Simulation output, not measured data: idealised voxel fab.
Name of the process module below: voxel ribs on slabs
Xsec cut, 155 nm wide, square cell size 5 nm.
A cross-section in this document is a grid of square cells, and it is written down as bands, the top band listed before the ones below it; a band is made up of one or more rows of cells. Heads up on the band format: heights come first, top then bottom, in nm. After that it's the materials left to right, each with its width in nm. A single material flagged "full width" fills the whole band edge to edge, and "empty" means there's empty space there. We count height from 0. Below that, the starting wafer is all one material. The lowest band never ends at the bottom but goes on down; see "top 0, no bottom" for how that is written. The notation "30->40" denotes a width that varies across the rows of cells in the band, beginning at the first number in the top row, finishing at the second number in the bottom row, and changing by an identical amount from each row to the next. "nothing was modified" for a step: no cell of the cross-section changed in that step. Entry "Fully sealed cavities" = empty spaces >= 8 cells with no open way to the top; each as width x height at distance, distance from left edge, all nm. Heads up: the bit after the settings on a step's line is the simulator's remark on that step. overlay nm: how far to the right of its planned place the mask lay on this masked step (negative: to the left).

So here's the lineup of process steps we planned
1. RECEIVE, material Si
2. DIRECTIONAL_DEP, material SiO2, thk nm 20
3. DIRECTIONAL_DEP, material SiN, thk nm 25
4. PATTERN, tone cover, mask id RIB, material resist, width nm 30, thk nm 20, overlay nm 0
5. DIRECTIONAL_ETCH, etch materials SiN, depth nm 15
6. STRIP, etch materials resist
7. MASKED_ETCH, tone cover, mask id SLAB, width nm 90, etch materials SiN, depth nm 10, overlay nm 0
8. FILL_DEP, material SiO2, thk nm 15
9. CMP, height nm 55
10. DIRECTIONAL_DEP, material W, thk nm 10
11. PATTERN, tone cover, mask id HEATER, material resist, width nm 40, thk nm 20, overlay nm 0
12. DIRECTIONAL_ETCH, etch materials W, depth nm 10
13. STRIP, etch materials resist
14. CONFORMAL_DEP, material SiO2, thk nm 5

The first of two wafers, run as planned

Shown in cross-section is the wafer as received, that is, as it stands after step 1
top 0, no bottom  Si full width
Fully sealed cavities: none

Take a look at the wafer's cross-section after step 2
top 20, bottom 0  SiO2 full width
For the remainder of the cross-section, below 0, there is no change.

Take a look at the wafer's cross-section after step 3
top 45, bottom 20  SiN full width
For the remainder of the cross-section, below 20, there is no change.

Take a look at the wafer's cross-section after step 4
top 65, bottom 45  60 nm empty  30 nm resist  65 nm empty
For the remainder of the cross-section, below 45, there is no change.

Take a look at the wafer's cross-section after step 5
top 65, bottom 45  60 nm empty  30 nm resist  65 nm empty
top 45, bottom 30  60 nm empty  30 nm SiN  65 nm empty
For the remainder of the cross-section, below 30, there is no change.

Take a look at the wafer's cross-section after step 6
top 45, bottom 30  60 nm empty  30 nm SiN  65 nm empty
For the remainder of the cross-section, below 30, there is no change.

Take a look at the wafer's cross-section after step 7
top 45, bottom 30  60 nm empty  30 nm SiN  65 nm empty
top 30, bottom 20  30 nm empty  90 nm SiN  35 nm empty
For the remainder of the cross-section, below 20, there is no change.

Take a look at the wafer's cross-section after step 8
top 60, bottom 45  SiO2 full width
top 45, bottom 30  60 nm SiO2  30 nm SiN  65 nm SiO2
top 30, bottom 20  30 nm SiO2  90 nm SiN  35 nm SiO2
For the remainder of the cross-section, below 20, there is no change.

Take a look at the wafer's cross-section after step 9
top 55, bottom 45  SiO2 full width
For the remainder of the cross-section, below 45, there is no change.

Take a look at the wafer's cross-section after step 10
top 65, bottom 55  W full width
For the remainder of the cross-section, below 55, there is no change.

Take a look at the wafer's cross-section after step 11
top 85, bottom 65  55 nm empty  40 nm resist  60 nm empty
For the remainder of the cross-section, below 65, there is no change.

Take a look at the wafer's cross-section after step 12
top 85, bottom 65  55 nm empty  40 nm resist  60 nm empty
top 65, bottom 55  55 nm empty  40 nm W  60 nm empty
For the remainder of the cross-section, below 55, there is no change.

Take a look at the wafer's cross-section after step 13
top 65, bottom 55  55 nm empty  40 nm W  60 nm empty
For the remainder of the cross-section, below 55, there is no change.

Take a look at the wafer's cross-section after step 14
top 70, bottom 65  50 nm empty  50 nm SiO2  55 nm empty
top 65, bottom 60  50 nm empty  5 nm SiO2  40 nm W  5 nm SiO2  55 nm empty
top 60, bottom 55  55 nm SiO2  40 nm W  60 nm SiO2
For the remainder of the cross-section, below 55, there is no change.

Second wafer. Start and plan as for the first. One mistake made in running. Agrees with the first up to and including step 1

Second wafer, sectioned view, at step 2's planned end time
top 25, bottom 0  SiN full width
For the remainder of the cross-section, below 0, there is no change.

Second wafer, sectioned view, at step 3's planned end time
top 45, bottom 25  SiO2 full width
For the remainder of the cross-section, below 25, there is no change.

Second wafer, sectioned view, at step 4's planned end time
top 65, bottom 45  60 nm empty  30 nm resist  65 nm empty
For the remainder of the cross-section, below 45, there is no change.

Second wafer, sectioned view, at step 5's planned end time: nothing was modified

Second wafer, sectioned view, at step 6's planned end time
top 45, bottom 25  SiO2 full width
For the remainder of the cross-section, below 25, there is no change.

Second wafer, sectioned view, at step 7's planned end time: nothing was modified

Second wafer, sectioned view, at step 8's planned end time
top 60, bottom 25  SiO2 full width
For the remainder of the cross-section, below 25, there is no change.

Second wafer, sectioned view, at step 9's planned end time
top 55, bottom 25  SiO2 full width
For the remainder of the cross-section, below 25, there is no change.

Second wafer, sectioned view, at step 10's planned end time
top 65, bottom 55  W full width
For the remainder of the cross-section, below 55, there is no change.

Second wafer, sectioned view, at step 11's planned end time
top 85, bottom 65  55 nm empty  40 nm resist  60 nm empty
For the remainder of the cross-section, below 65, there is no change.

Second wafer, sectioned view, at step 12's planned end time
top 85, bottom 65  55 nm empty  40 nm resist  60 nm empty
top 65, bottom 55  55 nm empty  40 nm W  60 nm empty
For the remainder of the cross-section, below 55, there is no change.

Second wafer, sectioned view, at step 13's planned end time
top 65, bottom 55  55 nm empty  40 nm W  60 nm empty
For the remainder of the cross-section, below 55, there is no change.

Second wafer, sectioned view, at step 14's planned end time
top 70, bottom 65  50 nm empty  50 nm SiO2  55 nm empty
top 65, bottom 60  50 nm empty  5 nm SiO2  40 nm W  5 nm SiO2  55 nm empty
top 60, bottom 55  55 nm SiO2  40 nm W  60 nm SiO2
For the remainder of the cross-section, below 55, there is no change.
It is concluded that the wafer was processed incorrectly with respect to the plan, in that the processing plan was not followed for steps 2 and 3, which were run with their positions exchanged
Final difference in cells, second wafer against first, listed per material as more or fewer: +101 SiN; -101 SiO2
